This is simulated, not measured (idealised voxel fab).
Documented hereafter: the process module known as voxel transistor to metal.
This is section cut - it's 165 nm across, gridded in 5 nm square cells.
We lay out every cross-section as a grid of square cells and spell it out in bands from the top down, where one band means one or more rows of cells. In this notation a band is specified by the heights of its top and bottom, in that order and in nm, after which its materials appear from left to right, each paired with its width in nm. The word "edge to edge" attached to a single material means that material fills the band from edge to edge; the word "blank" stands for empty space. Beneath 0, the wafer as received is one material, and that level is where height counting begins. The lowest band goes on downward without a bottom; it is written like "0 down". The notation "30..40" denotes a width that varies across the rows of cells in the band, beginning at the first number in the top row, finishing at the second number in the bottom row, and changing by an identical amount from each row to the next. Key: "remained the same" - step with no changed cell in the cross-section. "Closed void register" contains a list of empty spaces, each no smaller than 8 cells and without an open way to the top, written in the form width x height at distance with the distance from the left edge and all three in nm. Read whatever lies past the settings on a step's line as the simulator's own remark about the step. You can add "overlay nm" to a step's line. For a step with a mask, it describes how far the mask lay to the right of its planned position, and a negative number describes a lay to the left.

Planned step list for the process
step 1: RECEIVE: material Si
step 2: CONFORMAL_DEP: material SiO2, thk nm 5
step 3: CONFORMAL_DEP: material SiN, thk nm 10
step 4: MASKED_ETCH: tone cover, mask id ACTIVE, width nm 110, etch materials SiN, depth nm 10, overlay nm 0
step 5: MASKED_ETCH: tone cover, mask id ACTIVE, width nm 110, etch materials SiO2, depth nm 5, overlay nm 0
step 6: MASKED_ETCH: tone cover, mask id ACTIVE, width nm 110, etch materials Si, depth nm 35, overlay nm 0
step 7: FILL_DEP: material SiO2, thk nm 15
step 8: CMP: height nm 15
step 9: SELECTIVE_ETCH: etch materials SiO2, depth nm 10
step 10: STRIP: etch materials SiN
step 11: SELECTIVE_ETCH: etch materials SiO2, depth nm 5
step 12: OXIDIZE: depth nm 5
step 13: DIRECTIONAL_DEP: material polySi, thk nm 25
step 14: DIRECTIONAL_DEP: material SiCN, thk nm 10
step 15: DIRECTIONAL_DEP: material aC, thk nm 15
step 16: PATTERN: tone cover, mask id GATE, material resist, width nm 20, thk nm 30, overlay nm 0
step 17: DIRECTIONAL_ETCH: etch materials aC, depth nm 15
step 18: STRIP: etch materials resist
step 19: DIRECTIONAL_ETCH: etch materials SiCN, depth nm 20
step 20: DIRECTIONAL_ETCH: etch materials polySi, depth nm 35
step 21: STRIP: etch materials aC
step 22: CONFORMAL_DEP: material SiO2, thk nm 5
step 23: DIRECTIONAL_ETCH: etch materials SiO2, depth nm 5
step 24: CONFORMAL_DEP: material SiN, thk nm 5
step 25: DIRECTIONAL_ETCH: etch materials SiN, depth nm 5
step 26: DIRECTIONAL_ETCH: etch materials SiO2, depth nm 5
step 27: DIRECTIONAL_ETCH: etch materials Si, depth nm 10
step 28: EPI: material nSi, thk nm 15
step 29: FILL_DEP: material SiO2, thk nm 5
step 30: CMP: height nm 35
step 31: DIRECTIONAL_DEP: material SiO2, thk nm 10
step 32: PATTERN: tone open, mask id CONTACT, material resist, width nm 35, pitch nm 65, thk nm 20, overlay nm 0
step 33: DIRECTIONAL_ETCH: etch materials SiO2, depth nm 45
step 34: STRIP: etch materials resist
step 35: CONFORMAL_DEP: material TiN, thk nm 5
step 36: FILL_DEP: material Ru, thk nm 10
step 37: CMP: height nm 45
step 38: CONFORMAL_DEP: material SiN, thk nm 5
step 39: DIRECTIONAL_DEP: material lowk, thk nm 20
step 40: PATTERN: tone open, mask id METAL_1, material resist, width nm 20, pitch nm 80, thk nm 15, overlay nm 0
step 41: DIRECTIONAL_ETCH: etch materials lowk, depth nm 20
step 42: DIRECTIONAL_ETCH: etch materials SiN, depth nm 5
step 43: STRIP: etch materials resist
step 44: CONFORMAL_DEP: material TiN, thk nm 5
step 45: FILL_DEP: material W, thk nm 5
step 46: CMP: height nm 70
step 47: CONFORMAL_DEP: material SiCN, thk nm 5

As-received state of the wafer in cross-section, equivalent to post-step 1
* 0 down: Si edge to edge
* Closed void register: none

The cross-section shown corresponds to the wafer at the conclusion of the module. The initial structure and the process plan are those presented above; however, one mistake occurred in executing the plan
* 75 to 70: SiCN edge to edge
* 70 to 50: lowk 30, TiN 5, W 10, TiN 5, lowk 60, TiN 5, W 10, TiN 5, lowk 35
* 50 to 45: SiN 30, TiN 20, SiN 60, TiN 20, SiN 35
* 45 to 35: SiO2 30, TiN 5, Ru 25..20, TiN 5..10, SiO2 30, TiN 5..10, Ru 25..20, TiN 5, SiO2 35
* 35 to 30: SiO2 30, TiN 5, Ru 20, TiN 5, SiN 5, SiO2 5, SiCN 20, SiO2 5, SiN 5, TiN 5, Ru 20, TiN 5, SiO2 35
* 30 to 25: SiO2 30, TiN 30, SiN 5, SiO2 5, SiCN 20, SiO2 5, SiN 5, TiN 30, SiO2 35
* 25 to 15: SiO2 30, nSi 30, SiN 5, SiO2 5, polySi 20, SiO2 5, SiN 5, nSi 30, SiO2 35
* 15 to 0: SiO2 5, nSi 55, SiN 5, SiO2 5, polySi 20, SiO2 5, SiN 5, nSi 55, SiO2 10
* 0 to -5: SiO2 5, nSi 55, SiO2 40, nSi 55, SiO2 10
* -5 to -15: SiO2 25, nSi 35, Si 40, nSi 35, SiO2 30
* -15 to -35: SiO2 25, Si 110, SiO2 30
* -35 down: Si edge to edge
* Closed void register: none
So what did we get wrong on this run? plan step 28 was twice executed
